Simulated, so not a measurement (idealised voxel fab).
Process module in this document: voxel capacitor over wiring
For reference, the cross-section in this document is cut, with width 270 nm and square cells of 5 nm.
A cross-section in this document is a grid of square cells, and it is written down as bands, the top band listed before the ones below it; a band is made up of one or more rows of cells.
A band entry consists of two parts. The first gives the height of the band's top and the height of its bottom, in nm. The rest lists the band's materials from left to right, each with its width in nm. A single material labelled with the word "everywhere" fills the band from edge to edge, and the word "empty" marks empty space.
Where do heights start? At 0: under that level the wafer as delivered is made of one material only. And the lowest band has no floor; it just carries on downward, as in "from 0 down".
Read "30 to 40" as a graded width: first number on top, second number at the bottom, same change between each pair of neighbouring rows.
"remains unaltered", as given for a step, is the statement that not any cell of the cross-section underwent a change during that step.
Empty spaces without an open route to the top, at least 8 cells in extent, make up the entry "Sealed internal cavities"; each is given as width x height at distance, where the distance is measured from the left edge, and all are in nm.
Text after the settings on a step's line: the simulator's own remark on that step.
A step line may carry the setting "overlay nm", which, for steps involving a mask, states the distance by which the mask lay to the right of its intended position; negative values denote displacement to the left.
Reading key. Pairs: pre-step and post-step cross-section, one process step apart; post-step view only to lowest changed band. Step between + settings: beneath pair. Runs: pairs may be from different runs of this module, same starting wafer. Continuation from pair above: only where "Geometry before processing" entry says.

## Geometry before processing
> from 95 to 85 | W everywhere
> from 85 to 80 | TiN: 105, W: 5, TiN: 160
> from 80 to 70 | SiO2: 100, TiN: 5, W: 5, TiN: 5, SiO2: 155
> from 70 to 60 | SiO2: 100 to 105, TiN: 15 to 50, SiO2: 155 to 115
> from 60 to 55 | SiO2: 90, TiN: 65, SiO2: 115
> from 55 to 50 | SiO2: 90, TiN: 15, SiN: 50, SiO2: 115
> from 50 to 45 | SiO2: 85, TiN: 5, SiN: 15, TiN: 55, SiO2: 110
> from 45 to 40 | SiCN: 90, TiN: 15, SiCN: 165
> from 40 to 30 | SiO2 everywhere
> from 30 to 15 | SiO2: 85, TiN: 5, Cu: 10, TiN: 5, SiO2: 60, TiN: 5, Cu: 10, TiN: 5, SiO2: 85
> from 15 to 10 | SiN: 85, TiN: 20, SiN: 60, TiN: 20, SiN: 85
> from 10 to 0 | SiO2 everywhere
> from 0 down | Si everywhere
> Sealed internal cavities: none

## Cross-Section Thereafter
> from 80 to 70 | SiO2: 100, TiN: 5, W: 5, TiN: 5, SiO2: 155
> Below 70, the layers are the same as they were.
> Sealed internal cavities: none
Which operation lies between the before and after views above? CMP | height nm 80

Geometry before processing: the wafer arrives at this step looking as the after cross-section in the pair just above shows it.

## Cross-Section Thereafter
> from 85 to 80 | SiCN everywhere
> Below 80, the layers are the same as they were.
> Sealed internal cavities: none
Which operation lies between the before and after views above? CONFORMAL_DEP | material SiCN | thk nm 5

## Geometry before processing
> from 15 to 10 | SiN everywhere
> from 10 to 0 | SiO2 everywhere
> from 0 down | Si everywhere
> Sealed internal cavities: none

## Cross-Section Thereafter
> from 20 to 15 | SiO2 everywhere
> Below 15, the layers are the same as they were.
> Sealed internal cavities: none
Which operation lies between the before and after views above? DIRECTIONAL_DEP | material SiO2 | thk nm 5

Geometry before processing: the wafer arrives at this step looking as the after cross-section in the pair just above shows it.

## Cross-Section Thereafter
> from 35 to 20 | resist: 85, empty: 20, resist: 60, empty: 20, resist: 85
> Below 20, the layers are the same as they were.
> Sealed internal cavities: none
Which operation lies between the before and after views above? PATTERN | tone open | mask id METAL_1 | material resist | width nm 20 | pitch nm 80 | thk nm 15 | overlay nm 0

Geometry before processing: the wafer arrives at this step looking as the after cross-section in the pair just above shows it.

## Cross-Section Thereafter
> from 35 to 20 | resist: 85, empty: 20, resist: 60, empty: 20, resist: 85
> from 20 to 15 | SiO2: 85, empty: 20, SiO2: 60, empty: 20, SiO2: 85
> Below 15, the layers are the same as they were.
> Sealed internal cavities: none
Which operation lies between the before and after views above? DIRECTIONAL_ETCH | etch materials SiO2 | depth nm 15

Geometry before processing: the wafer arrives at this step looking as the after cross-section in the pair just above shows it.

## Cross-Section Thereafter
> from 35 to 20 | resist: 85, empty: 20, resist: 60, empty: 20, resist: 85
> from 20 to 15 | SiO2: 85, empty: 20, SiO2: 60, empty: 20, SiO2: 85
> from 15 to 10 | SiN: 85, empty: 20, SiN: 60, empty: 20, SiN: 85
> Below 10, the layers are the same as they were.
> Sealed internal cavities: none
Which operation lies between the before and after views above? DIRECTIONAL_ETCH | etch materials SiN | depth nm 5

Geometry before processing: the wafer arrives at this step looking as the after cross-section in the pair just above shows it.

## Cross-Section Thereafter
> from 20 to 15 | SiO2: 85, empty: 20, SiO2: 60, empty: 20, SiO2: 85
> Below 15, the layers are the same as they were.
> Sealed internal cavities: none
Which operation lies between the before and after views above? STRIP | etch materials resist

Geometry before processing: the wafer arrives at this step looking as the after cross-section in the pair just above shows it.

## Cross-Section Thereafter
> from 25 to 20 | TiN: 90, empty: 10, TiN: 70, empty: 10, TiN: 90
> from 20 to 15 | SiO2: 85, TiN: 5, empty: 10, TiN: 5, SiO2: 60, TiN: 5, empty: 10, TiN: 5, SiO2: 85
> from 15 to 10 | SiN: 85, TiN: 20, SiN: 60, TiN: 20, SiN: 85
> Below 10, the layers are the same as they were.
> Sealed internal cavities: none
Which operation lies between the before and after views above? CONFORMAL_DEP | material TiN | thk nm 5

Geometry before processing: the wafer arrives at this step looking as the after cross-section in the pair just above shows it.

## Cross-Section Thereafter
> from 30 to 25 | Cu everywhere
> from 25 to 20 | TiN: 90, Cu: 10, TiN: 70, Cu: 10, TiN: 90
> from 20 to 15 | SiO2: 85, TiN: 5, Cu: 10, TiN: 5, SiO2: 60, TiN: 5, Cu: 10, TiN: 5, SiO2: 85
> Below 15, the layers are the same as they were.
> Sealed internal cavities: none
Which operation lies between the before and after views above? FILL_DEP | material Cu | thk nm 5

Geometry before processing: the wafer arrives at this step looking as the after cross-section in the pair just above shows it.

## Cross-Section Thereafter
> from 35 to 30 | SiCN everywhere
> Below 30, the layers are the same as they were.
> Sealed internal cavities: none
Which operation lies between the before and after views above? CONFORMAL_DEP | material SiCN | thk nm 5

Geometry before processing: the wafer arrives at this step looking as the after cross-section in the pair just above shows it.

## Cross-Section Thereafter
> from 45 to 35 | SiO2 everywhere
> Below 35, the layers are the same as they were.
> Sealed internal cavities: none
Which operation lies between the before and after views above? DIRECTIONAL_DEP | material SiO2 | thk nm 10

Geometry before processing: the wafer arrives at this step looking as the after cross-section in the pair just above shows it.

## Cross-Section Thereafter
> from 55 to 45 | aC everywhere
> Below 45, the layers are the same as they were.
> Sealed internal cavities: none
Which operation lies between the before and after views above? DIRECTIONAL_DEP | material aC | thk nm 10

Geometry before processing: the wafer arrives at this step looking as the after cross-section in the pair just above shows it.

## Cross-Section Thereafter
> from 85 to 55 | resist: 90, empty: 15, resist: 165
> Below 55, the layers are the same as they were.
> Sealed internal cavities: none
Which operation lies between the before and after views above? PATTERN | tone open | mask id PLUG_1 | material resist | width nm 15 | thk nm 30 | overlay nm 0

Geometry before processing: the wafer arrives at this step looking as the after cross-section in the pair just above shows it.

## Cross-Section Thereafter
> from 75 to 55 | resist: 90, empty: 15, resist: 165
> from 55 to 45 | aC: 90, empty: 15, aC: 165
> Below 45, the layers are the same as they were.
> Sealed internal cavities: none
Which operation lies between the before and after views above? DIRECTIONAL_ETCH | etch materials aC | depth nm 10

Geometry before processing: the wafer arrives at this step looking as the after cross-section in the pair just above shows it.

## Cross-Section Thereafter
> from 55 to 45 | aC: 90, empty: 15, aC: 165
> Below 45, the layers are the same as they were.
> Sealed internal cavities: none
Which operation lies between the before and after views above? STRIP | etch materials resist

Geometry before processing: the wafer arrives at this step looking as the after cross-section in the pair just above shows it.

## Cross-Section Thereafter
> from 55 to 45 | aC: 90, empty: 15, aC: 165
> from 45 to 35 | SiO2: 90, empty: 15, SiO2: 165
> Below 35, the layers are the same as they were.
> Sealed internal cavities: none
Which operation lies between the before and after views above? DIRECTIONAL_ETCH | etch materials SiO2 | depth nm 10

Geometry before processing: the wafer arrives at this step looking as the after cross-section in the pair just above shows it.

## Cross-Section Thereafter
> from 55 to 45 | aC: 90, empty: 15, aC: 165
> from 45 to 35 | SiO2: 90, empty: 15, SiO2: 165
> from 35 to 30 | SiCN: 90, empty: 15, SiCN: 165
> Below 30, the layers are the same as they were.
> Sealed internal cavities: none
Which operation lies between the before and after views above? DIRECTIONAL_ETCH | etch materials SiCN | depth nm 5

Geometry before processing: the wafer arrives at this step looking as the after cross-section in the pair just above shows it.

## Cross-Section Thereafter
> from 45 to 35 | SiO2: 90, empty: 15, SiO2: 165
> Below 35, the layers are the same as they were.
> Sealed internal cavities: none
Which operation lies between the before and after views above? STRIP | etch materials aC

Geometry before processing: the wafer arrives at this step looking as the after cross-section in the pair just above shows it.

## Cross-Section Thereafter
> from 45 to 40 | SiO2: 90, empty: 15, SiO2: 165
> from 40 to 35 | SiO2: 90, Ru: 15, SiO2: 165
> from 35 to 30 | SiCN: 90, Ru: 15, SiCN: 165
> Below 30, the layers are the same as they were.
> Sealed internal cavities: none
Which operation lies between the before and after views above? EPI | material Ru | thk nm 10

Geometry before processing: the wafer arrives at this step looking as the after cross-section in the pair just above shows it.

## Cross-Section Thereafter
> from 45 to 35 | SiO2: 90, Ru: 15, SiO2: 165
> Below 35, the layers are the same as they were.
> Sealed internal cavities: none
Which operation lies between the before and after views above? EPI | material Ru | thk nm 5

Geometry before processing: the wafer arrives at this step looking as the after cross-section in the pair just above shows it.

## Cross-Section Thereafter
> from 50 to 45 | TiN everywhere
> Below 45, the layers are the same as they were.
> Sealed internal cavities: none
Which operation lies between the before and after views above? DIRECTIONAL_DEP | material TiN | thk nm 5

Geometry before processing: the wafer arrives at this step looking as the after cross-section in the pair just above shows it.

## Cross-Section Thereafter
> from 55 to 50 | SiN everywhere
> Below 50, the layers are the same as they were.
> Sealed internal cavities: none
Which operation lies between the before and after views above? DIRECTIONAL_DEP | material SiN | thk nm 5

Geometry before processing: the wafer arrives at this step looking as the after cross-section in the pair just above shows it.

## Cross-Section Thereafter
> from 65 to 55 | TiN everywhere
> Below 55, the layers are the same as they were.
> Sealed internal cavities: none
Which operation lies between the before and after views above? DIRECTIONAL_DEP | material TiN | thk nm 10

Geometry before processing: the wafer arrives at this step looking as the after cross-section in the pair just above shows it.

## Cross-Section Thereafter
> from 65 to 55 | empty: 90, TiN: 65, empty: 115
> Below 55, the layers are the same as they were.
> Sealed internal cavities: none
Which operation lies between the before and after views above? MASKED_ETCH | tone cover | mask id UPPER_PLATE | width nm 65 | etch materials TiN | depth nm 10 | overlay nm 0

Geometry before processing: the wafer arrives at this step looking as the after cross-section in the pair just above shows it.

## Cross-Section Thereafter
> from 65 to 55 | empty: 90, TiN: 65, empty: 115
> from 55 to 50 | empty: 90, SiN: 65, empty: 115
> Below 50, the layers are the same as they were.
> Sealed internal cavities: none
Which operation lies between the before and after views above? MASKED_ETCH | tone cover | mask id UPPER_PLATE | width nm 65 | etch materials SiN | depth nm 5 | overlay nm 0

Geometry before processing: the wafer arrives at this step looking as the after cross-section in the pair just above shows it.

## Cross-Section Thereafter
> from 65 to 55 | empty: 90, TiN: 65, empty: 115
> from 55 to 50 | empty: 90, SiN: 65, empty: 115
> from 50 to 45 | empty: 85, TiN: 75, empty: 110
> Below 45, the layers are the same as they were.
> Sealed internal cavities: none
Which operation lies between the before and after views above? MASKED_ETCH | tone cover | mask id LOWER_PLATE | width nm 75 | etch materials TiN | depth nm 5 | overlay nm 0

Geometry before processing: the wafer arrives at this step looking as the after cross-section in the pair just above shows it.

## Cross-Section Thereafter
> from 85 to 65 | SiO2 everywhere
> from 65 to 55 | SiO2: 90, TiN: 65, SiO2: 115
> from 55 to 50 | SiO2: 90, SiN: 65, SiO2: 115
> from 50 to 45 | SiO2: 85, TiN: 75, SiO2: 110
> Below 45, the layers are the same as they were.
> Sealed internal cavities: none
Which operation lies between the before and after views above? FILL_DEP | material SiO2 | thk nm 20

Geometry before processing: the wafer arrives at this step looking as the after cross-section in the pair just above shows it.

## Cross-Section Thereafter
> from 80 to 65 | SiO2 everywhere
> Below 65, the layers are the same as they were.
> Sealed internal cavities: none
Which operation lies between the before and after views above? CMP | height nm 80

Geometry before processing: the wafer arrives at this step looking as the after cross-section in the pair just above shows it.

## Cross-Section Thereafter
> from 100 to 80 | resist: 100, empty: 15, resist: 155
> Below 80, the layers are the same as they were.
> Sealed internal cavities: none
Which operation lies between the before and after views above? PATTERN | tone open | mask id PLUG_2 | material resist | width nm 15 | thk nm 20 | overlay nm 0

Geometry before processing: the wafer arrives at this step looking as the after cross-section in the pair just above shows it.

## Cross-Section Thereafter
> from 100 to 80 | resist: 100, empty: 15, resist: 155
> from 80 to 65 | SiO2: 100, empty: 15, SiO2: 155
> Below 65, the layers are the same as they were.
> Sealed internal cavities: none
Which operation lies between the before and after views above? DIRECTIONAL_ETCH | etch materials SiO2 | depth nm 15

Geometry before processing: the wafer arrives at this step looking as the after cross-section in the pair just above shows it.

## Cross-Section Thereafter
> from 80 to 65 | SiO2: 100, empty: 15, SiO2: 155
> Below 65, the layers are the same as they were.
> Sealed internal cavities: none
Which operation lies between the before and after views above? STRIP | etch materials resist

Geometry before processing: the wafer arrives at this step looking as the after cross-section in the pair just above shows it.

## Cross-Section Thereafter
> from 85 to 80 | TiN: 105, empty: 5, TiN: 160
> from 80 to 70 | SiO2: 100, TiN: 5, empty: 5, TiN: 5, SiO2: 155
> from 70 to 65 | SiO2: 100, TiN: 15, SiO2: 155
> Below 65, the layers are the same as they were.
> Sealed internal cavities: none
Which operation lies between the before and after views above? CONFORMAL_DEP | material TiN | thk nm 5

Geometry before processing: the wafer arrives at this step looking as the after cross-section in the pair just above shows it.

## Cross-Section Thereafter
> from 95 to 85 | W everywhere
> from 85 to 80 | TiN: 105, W: 5, TiN: 160
> from 80 to 70 | SiO2: 100, TiN: 5, W: 5, TiN: 5, SiO2: 155
> Below 70, the layers are the same as they were.
> Sealed internal cavities: none
Which operation lies between the before and after views above? FILL_DEP | material W | thk nm 10

Geometry before processing: the wafer arrives at this step looking as the after cross-section in the pair just above shows it.

## Cross-Section Thereafter
> from 80 to 70 | SiO2: 100, TiN: 5, W: 5, TiN: 5, SiO2: 155
> Below 70, the layers are the same as they were.
> Sealed internal cavities: none
Which operation lies between the before and after views above? CMP | height nm 80

Geometry before processing: the wafer arrives at this step looking as the after cross-section in the pair just above shows it.

## Cross-Section Thereafter
> from 85 to 80 | SiCN everywhere
> Below 80, the layers are the same as they were.
> Sealed internal cavities: none
Which operation lies between the before and after views above? CONFORMAL_DEP | material SiCN | thk nm 5

## Geometry before processing
> from 55 to 45 | aC everywhere
> from 45 to 35 | SiO2 everywhere
> from 35 to 30 | SiCN everywhere
> from 30 to 15 | SiO2: 85, TiN: 5, Cu: 10, TiN: 5, SiO2: 60, TiN: 5, Cu: 10, TiN: 5, SiO2: 85
> from 15 to 10 | SiN: 85, TiN: 20, SiN: 60, TiN: 20, SiN: 85
> from 10 to 0 | SiO2 everywhere
> from 0 down | Si everywhere
> Sealed internal cavities: none

## Cross-Section Thereafter
> from 85 to 55 | resist: 90, empty: 20, resist: 160
> Below 55, the layers are the same as they were.
> Sealed internal cavities: none
Which operation lies between the before and after views above? PATTERN | tone open | mask id PLUG_1 | material resist | width nm 20 | thk nm 30 | overlay nm 0

Geometry before processing: the wafer arrives at this step looking as the after cross-section in the pair just above shows it.

## Cross-Section Thereafter
> from 75 to 55 | resist: 90, empty: 20, resist: 160
> from 55 to 45 | aC: 90, empty: 20, aC: 160
> Below 45, the layers are the same as they were.
> Sealed internal cavities: none
Which operation lies between the before and after views above? DIRECTIONAL_ETCH | etch materials aC | depth nm 10

Geometry before processing: the wafer arrives at this step looking as the after cross-section in the pair just above shows it.

## Cross-Section Thereafter
> from 55 to 45 | aC: 90, empty: 20, aC: 160
> Below 45, the layers are the same as they were.
> Sealed internal cavities: none
Which operation lies between the before and after views above? STRIP | etch materials resist

Geometry before processing: the wafer arrives at this step looking as the after cross-section in the pair just above shows it.

## Cross-Section Thereafter
> from 55 to 45 | aC: 90, empty: 20, aC: 160
> from 45 to 35 | SiO2: 90, empty: 20, SiO2: 160
> Below 35, the layers are the same as they were.
> Sealed internal cavities: none
Which operation lies between the before and after views above? DIRECTIONAL_ETCH | etch materials SiO2 | depth nm 10

Geometry before processing: the wafer arrives at this step looking as the after cross-section in the pair just above shows it.

## Cross-Section Thereafter
> from 55 to 45 | aC: 90, empty: 20, aC: 160
> from 45 to 35 | SiO2: 90, empty: 20, SiO2: 160
> from 35 to 30 | SiCN: 90, empty: 20, SiCN: 160
> Below 30, the layers are the same as they were.
> Sealed internal cavities: none
Which operation lies between the before and after views above? DIRECTIONAL_ETCH | etch materials SiCN | depth nm 5

Geometry before processing: the wafer arrives at this step looking as the after cross-section in the pair just above shows it.

## Cross-Section Thereafter
> from 45 to 35 | SiO2: 90, empty: 20, SiO2: 160
> Below 35, the layers are the same as they were.
> Sealed internal cavities: none
Which operation lies between the before and after views above? STRIP | etch materials aC

Geometry before processing: the wafer arrives at this step looking as the after cross-section in the pair just above shows it.

## Cross-Section Thereafter
> from 45 to 40 | SiO2: 90, empty: 20, SiO2: 160
> from 40 to 35 | SiO2: 90, Ru: 20, SiO2: 160
> from 35 to 30 | SiCN: 90, Ru: 20, SiCN: 160
> Below 30, the layers are the same as they were.
> Sealed internal cavities: none
Which operation lies between the before and after views above? EPI | material Ru | thk nm 10

Geometry before processing: the wafer arrives at this step looking as the after cross-section in the pair just above shows it.

## Cross-Section Thereafter
> from 45 to 35 | SiO2: 90, Ru: 20, SiO2: 160
> Below 35, the layers are the same as they were.
> Sealed internal cavities: none
Which operation lies between the before and after views above? EPI | material Ru | thk nm 5

Geometry before processing: the wafer arrives at this step looking as the after cross-section in the pair just above shows it.

## Cross-Section Thereafter
> from 50 to 45 | TiN everywhere
> Below 45, the layers are the same as they were.
> Sealed internal cavities: none
Which operation lies between the before and after views above? DIRECTIONAL_DEP | material TiN | thk nm 5

Geometry before processing: the wafer arrives at this step looking as the after cross-section in the pair just above shows it.

## Cross-Section Thereafter
> from 55 to 50 | SiN everywhere
> Below 50, the layers are the same as they were.
> Sealed internal cavities: none
Which operation lies between the before and after views above? DIRECTIONAL_DEP | material SiN | thk nm 5

Geometry before processing: the wafer arrives at this step looking as the after cross-section in the pair just above shows it.

## Cross-Section Thereafter
> from 65 to 55 | TiN everywhere
> Below 55, the layers are the same as they were.
> Sealed internal cavities: none
Which operation lies between the before and after views above? DIRECTIONAL_DEP | material TiN | thk nm 10

Geometry before processing: the wafer arrives at this step looking as the after cross-section in the pair just above shows it.

## Cross-Section Thereafter
> from 65 to 55 | empty: 90, TiN: 65, empty: 115
> Below 55, the layers are the same as they were.
> Sealed internal cavities: none
Which operation lies between the before and after views above? MASKED_ETCH | tone cover | mask id UPPER_PLATE | width nm 65 | etch materials TiN | depth nm 10 | overlay nm 0

Geometry before processing: the wafer arrives at this step looking as the after cross-section in the pair just above shows it.

## Cross-Section Thereafter
> from 65 to 55 | empty: 90, TiN: 65, empty: 115
> from 55 to 50 | empty: 90, SiN: 65, empty: 115
> Below 50, the layers are the same as they were.
> Sealed internal cavities: none
Which operation lies between the before and after views above? MASKED_ETCH | tone cover | mask id UPPER_PLATE | width nm 65 | etch materials SiN | depth nm 5 | overlay nm 0

Geometry before processing: the wafer arrives at this step looking as the after cross-section in the pair just above shows it.

## Cross-Section Thereafter
> from 65 to 55 | empty: 90, TiN: 65, empty: 115
> from 55 to 50 | empty: 90, SiN: 65, empty: 115
> from 50 to 45 | empty: 85, TiN: 75, empty: 110
> Below 45, the layers are the same as they were.
> Sealed internal cavities: none
Which operation lies between the before and after views above? MASKED_ETCH | tone cover | mask id LOWER_PLATE | width nm 75 | etch materials TiN | depth nm 5 | overlay nm 0

Geometry before processing: the wafer arrives at this step looking as the after cross-section in the pair just above shows it.

## Cross-Section Thereafter
> from 85 to 65 | SiO2 everywhere
> from 65 to 55 | SiO2: 90, TiN: 65, SiO2: 115
> from 55 to 50 | SiO2: 90, SiN: 65, SiO2: 115
> from 50 to 45 | SiO2: 85, TiN: 75, SiO2: 110
> Below 45, the layers are the same as they were.
> Sealed internal cavities: none
Which operation lies between the before and after views above? FILL_DEP | material SiO2 | thk nm 20

Geometry before processing: the wafer arrives at this step looking as the after cross-section in the pair just above shows it.

## Cross-Section Thereafter
> from 80 to 65 | SiO2 everywhere
> Below 65, the layers are the same as they were.
> Sealed internal cavities: none
Which operation lies between the before and after views above? CMP | height nm 80

Geometry before processing: the wafer arrives at this step looking as the after cross-section in the pair just above shows it.

## Cross-Section Thereafter
> from 100 to 80 | resist: 100, empty: 15, resist: 155
> Below 80, the layers are the same as they were.
> Sealed internal cavities: none
Which operation lies between the before and after views above? PATTERN | tone open | mask id PLUG_2 | material resist | width nm 15 | thk nm 20 | overlay nm 0

Geometry before processing: the wafer arrives at this step looking as the after cross-section in the pair just above shows it.

## Cross-Section Thereafter
> from 100 to 80 | resist: 100, empty: 15, resist: 155
> from 80 to 65 | SiO2: 100, empty: 15, SiO2: 155
> Below 65, the layers are the same as they were.
> Sealed internal cavities: none
Which operation lies between the before and after views above? DIRECTIONAL_ETCH | etch materials SiO2 | depth nm 15

Geometry before processing: the wafer arrives at this step looking as the after cross-section in the pair just above shows it.

## Cross-Section Thereafter
> from 80 to 65 | SiO2: 100, empty: 15, SiO2: 155
> Below 65, the layers are the same as they were.
> Sealed internal cavities: none
Which operation lies between the before and after views above? STRIP | etch materials resist

Geometry before processing: the wafer arrives at this step looking as the after cross-section in the pair just above shows it.

## Cross-Section Thereafter
> from 85 to 80 | TiN: 105, empty: 5, TiN: 160
> from 80 to 70 | SiO2: 100, TiN: 5, empty: 5, TiN: 5, SiO2: 155
> from 70 to 65 | SiO2: 100, TiN: 15, SiO2: 155
> Below 65, the layers are the same as they were.
> Sealed internal cavities: none
Which operation lies between the before and after views above? CONFORMAL_DEP | material TiN | thk nm 5

Geometry before processing: the wafer arrives at this step looking as the after cross-section in the pair just above shows it.

## Cross-Section Thereafter
> from 95 to 85 | W everywhere
> from 85 to 80 | TiN: 105, W: 5, TiN: 160
> from 80 to 70 | SiO2: 100, TiN: 5, W: 5, TiN: 5, SiO2: 155
> Below 70, the layers are the same as they were.
> Sealed internal cavities: none
Which operation lies between the before and after views above? FILL_DEP | material W | thk nm 10

Geometry before processing: the wafer arrives at this step looking as the after cross-section in the pair just above shows it.

## Cross-Section Thereafter
> from 80 to 70 | SiO2: 100, TiN: 5, W: 5, TiN: 5, SiO2: 155
> Below 70, the layers are the same as they were.
> Sealed internal cavities: none
Which operation lies between the before and after views above? CMP | height nm 80

Geometry before processing: the wafer arrives at this step looking as the after cross-section in the pair just above shows it.

## Cross-Section Thereafter
> from 85 to 80 | SiCN everywhere
> Below 80, the layers are the same as they were.
> Sealed internal cavities: none
Which operation lies between the before and after views above? CONFORMAL_DEP | material SiCN | thk nm 5

## Geometry before processing
> from 80 to 65 | SiO2 everywhere
> from 65 to 55 | SiO2: 90, TiN: 65, SiO2: 115
> from 55 to 50 | SiO2: 90, SiN: 65, SiO2: 115
> from 50 to 45 | SiO2: 85, TiN: 75, SiO2: 110
> from 45 to 35 | SiO2: 90, Ru: 15, SiO2: 165
> from 35 to 30 | SiCN: 90, Ru: 15, SiCN: 165
> from 30 to 15 | SiO2: 85, TiN: 5, Cu: 10, TiN: 5, SiO2: 60, TiN: 5, Cu: 10, TiN: 5, SiO2: 85
> from 15 to 10 | SiN: 85, TiN: 20, SiN: 60, TiN: 20, SiN: 85
> from 10 to 0 | SiO2 everywhere
> from 0 down | Si everywhere
> Sealed internal cavities: none

## Cross-Section Thereafter
> from 100 to 80 | resist: 90, empty: 15, resist: 165
> Below 80, the layers are the same as they were.
> Sealed internal cavities: none
Which operation lies between the before and after views above? PATTERN | tone open | mask id PLUG_2 | material resist | width nm 15 | thk nm 20 | overlay nm -10

Geometry before processing: the wafer arrives at this step looking as the after cross-section in the pair just above shows it.

## Cross-Section Thereafter
> from 100 to 80 | resist: 90, empty: 15, resist: 165
> from 80 to 65 | SiO2: 90, empty: 15, SiO2: 165
> Below 65, the layers are the same as they were.
> Sealed internal cavities: none
Which operation lies between the before and after views above? DIRECTIONAL_ETCH | etch materials SiO2 | depth nm 15

Geometry before processing: the wafer arrives at this step looking as the after cross-section in the pair just above shows it.

## Cross-Section Thereafter
> from 80 to 65 | SiO2: 90, empty: 15, SiO2: 165
> Below 65, the layers are the same as they were.
> Sealed internal cavities: none
Which operation lies between the before and after views above? STRIP | etch materials resist

Geometry before processing: the wafer arrives at this step looking as the after cross-section in the pair just above shows it.

## Cross-Section Thereafter
> from 85 to 80 | TiN: 95, empty: 5, TiN: 170
> from 80 to 70 | SiO2: 90, TiN: 5, empty: 5, TiN: 5, SiO2: 165
> from 70 to 65 | SiO2: 90, TiN: 15, SiO2: 165
> Below 65, the layers are the same as they were.
> Sealed internal cavities: none
Which operation lies between the before and after views above? CONFORMAL_DEP | material TiN | thk nm 5

Geometry before processing: the wafer arrives at this step looking as the after cross-section in the pair just above shows it.

## Cross-Section Thereafter
> from 95 to 85 | W everywhere
> from 85 to 80 | TiN: 95, W: 5, TiN: 170
> from 80 to 70 | SiO2: 90, TiN: 5, W: 5, TiN: 5, SiO2: 165
> Below 70, the layers are the same as they were.
> Sealed internal cavities: none
Which operation lies between the before and after views above? FILL_DEP | material W | thk nm 10

Geometry before processing: the wafer arrives at this step looking as the after cross-section in the pair just above shows it.

## Cross-Section Thereafter
> from 80 to 70 | SiO2: 90, TiN: 5, W: 5, TiN: 5, SiO2: 165
> Below 70, the layers are the same as they were.
> Sealed internal cavities: none
Which operation lies between the before and after views above? CMP | height nm 80

Geometry before processing: the wafer arrives at this step looking as the after cross-section in the pair just above shows it.

## Cross-Section Thereafter
> from 85 to 80 | SiCN everywhere
> Below 80, the layers are the same as they were.
> Sealed internal cavities: none
Which operation lies between the before and after views above? CONFORMAL_DEP | material SiCN | thk nm 5

## Geometry before processing
> from 45 to 35 | SiO2 everywhere
> from 35 to 30 | SiCN everywhere
> from 30 to 15 | SiO2: 85, TiN: 5, Cu: 10, TiN: 5, SiO2: 60, TiN: 5, Cu: 10, TiN: 5, SiO2: 85
> from 15 to 10 | SiN: 85, TiN: 20, SiN: 60, TiN: 20, SiN: 85
> from 10 to 0 | SiO2 everywhere
> from 0 down | Si everywhere
> Sealed internal cavities: none

## Cross-Section Thereafter
> from 55 to 45 | SiN everywhere
> Below 45, the layers are the same as they were.
> Sealed internal cavities: none
Which operation lies between the before and after views above? DIRECTIONAL_DEP | material SiN | thk nm 10

Geometry before processing: the wafer arrives at this step looking as the after cross-section in the pair just above shows it.

## Cross-Section Thereafter
> from 85 to 55 | resist: 90, empty: 15, resist: 165
> Below 55, the layers are the same as they were.
> Sealed internal cavities: none
Which operation lies between the before and after views above? PATTERN | tone open | mask id PLUG_1 | material resist | width nm 15 | thk nm 30 | overlay nm 0

Geometry before processing: the wafer arrives at this step looking as the after cross-section in the pair just above shows it.

## Cross-Section Thereafter
> from 75 to 55 | resist: 90, empty: 15, resist: 165
> Below 55, the layers are the same as they were.
> Sealed internal cavities: none
Which operation lies between the before and after views above? DIRECTIONAL_ETCH | etch materials aC | depth nm 10

Geometry before processing: the wafer arrives at this step looking as the after cross-section in the pair just above shows it.

## Cross-Section Thereafter
> from 55 to 45 | SiN everywhere
> Below 45, the layers are the same as they were.
> Sealed internal cavities: none
Which operation lies between the before and after views above? STRIP | etch materials resist

Geometry before processing: the wafer arrives at this step looking as the after cross-section in the pair just above shows it.

## Cross-Section Thereafter
> from 60 to 55 | TiN everywhere
> Below 55, the layers are the same as they were.
> Sealed internal cavities: none
Which operation lies between the before and after views above? DIRECTIONAL_DEP | material TiN | thk nm 5

Geometry before processing: the wafer arrives at this step looking as the after cross-section in the pair just above shows it.

## Cross-Section Thereafter
> from 65 to 60 | SiN everywhere
> Below 60, the layers are the same as they were.
> Sealed internal cavities: none
Which operation lies between the before and after views above? DIRECTIONAL_DEP | material SiN | thk nm 5

Geometry before processing: the wafer arrives at this step looking as the after cross-section in the pair just above shows it.

## Cross-Section Thereafter
> from 75 to 65 | TiN everywhere
> Below 65, the layers are the same as they were.
> Sealed internal cavities: none
Which operation lies between the before and after views above? DIRECTIONAL_DEP | material TiN | thk nm 10

Geometry before processing: the wafer arrives at this step looking as the after cross-section in the pair just above shows it.

## Cross-Section Thereafter
> from 75 to 65 | empty: 90, TiN: 65, empty: 115
> Below 65, the layers are the same as they were.
> Sealed internal cavities: none
Which operation lies between the before and after views above? MASKED_ETCH | tone cover | mask id UPPER_PLATE | width nm 65 | etch materials TiN | depth nm 10 | overlay nm 0

Geometry before processing: the wafer arrives at this step looking as the after cross-section in the pair just above shows it.

## Cross-Section Thereafter
> from 75 to 65 | empty: 90, TiN: 65, empty: 115
> from 65 to 60 | empty: 90, SiN: 65, empty: 115
> Below 60, the layers are the same as they were.
> Sealed internal cavities: none
Which operation lies between the before and after views above? MASKED_ETCH | tone cover | mask id UPPER_PLATE | width nm 65 | etch materials SiN | depth nm 5 | overlay nm 0

Geometry before processing: the wafer arrives at this step looking as the after cross-section in the pair just above shows it.

## Cross-Section Thereafter
> from 75 to 65 | empty: 90, TiN: 65, empty: 115
> from 65 to 60 | empty: 90, SiN: 65, empty: 115
> from 60 to 55 | empty: 85, TiN: 75, empty: 110
> Below 55, the layers are the same as they were.
> Sealed internal cavities: none
Which operation lies between the before and after views above? MASKED_ETCH | tone cover | mask id LOWER_PLATE | width nm 75 | etch materials TiN | depth nm 5 | overlay nm 0

Geometry before processing: the wafer arrives at this step looking as the after cross-section in the pair just above shows it.

## Cross-Section Thereafter
> from 95 to 75 | SiO2 everywhere
> from 75 to 65 | SiO2: 90, TiN: 65, SiO2: 115
> from 65 to 60 | SiO2: 90, SiN: 65, SiO2: 115
> from 60 to 55 | SiO2: 85, TiN: 75, SiO2: 110
> Below 55, the layers are the same as they were.
> Sealed internal cavities: none
Which operation lies between the before and after views above? FILL_DEP | material SiO2 | thk nm 20
